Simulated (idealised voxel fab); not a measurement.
Documented hereafter: the process module known as voxel spacer lines.
In the cross-section labelled cut, the width is 245 nm and each square cell is 5 nm.
Each cross-section below is a grid of square cells, stated as bands in top-down order, with one or more rows of cells making up each band.
Per band: top height and bottom height in nm, followed by the left-to-right materials and their widths in nm; "all across" marks a single material spanning edge to edge, "air" marks empty space.
For the purposes of this specification, 0 denotes the height below which the wafer in its as-received condition is composed wholly of one material, and the lowermost band, lacking a lower limit, extends downward without end, as expressed in "0..down".
The two numbers in a width such as "30..40" mark its ends across the band: the first belongs to the top row of cells, the second to the bottom row, and from each row to the next the width moves by the same amount.
Any step labelled "stayed the same" changed none of the cells in the cross-section.
You'll see "Sealed internal cavities" listing empty spaces that have no way open to the top, as long as they're 8 cells or more; the notation is width x height at distance, where the distance is from the left edge, and all of it is in nm.
What comes after the settings on a step's line is commentary from the simulator itself on that step.
"overlay nm" on a masked step: distance the mask lay right of its planned place, negative for left.
-- The steps planned for the process are as follows
1. RECEIVE,material Si
2. CONFORMAL_DEP,material Al2O3,thk nm 5
3. DIRECTIONAL_DEP,material W,thk nm 20
4. DIRECTIONAL_DEP,material aC,thk nm 25
5. PATTERN,tone cover,mask id MANDREL,material resist,width nm 25,pitch nm 70,thk nm 30,overlay nm 0
6. DIRECTIONAL_ETCH,etch materials aC,depth nm 25
7. STRIP,etch materials resist
8. CONFORMAL_DEP,material SiO2,thk nm 10
9. DIRECTIONAL_ETCH,etch materials SiO2,depth nm 10
10. STRIP,etch materials aC
11. DIRECTIONAL_ETCH,etch materials W,depth nm 20
12. STRIP,etch materials SiO2
-- Incoming wafer in cross-section (state: after step 1)
0..down: Si all across
Sealed internal cavities: none
-- Figure: cross-sectional view of the wafer upon completion of the module, processed from the initial state and according to the plan depicted above, with one error introduced during execution
25..5: air 70 nm | W 5 nm | air 25 nm | W 5 nm | air 35 nm | W 5 nm | air 25 nm | W 5 nm | air 70 nm
5..0: Al2O3 all across
0..down: Si all across
Sealed internal cavities: none
Error vs. plan: for step 8, the planned setting was not used; the step was instead run as CONFORMAL_DEP,material SiO2,thk nm 5
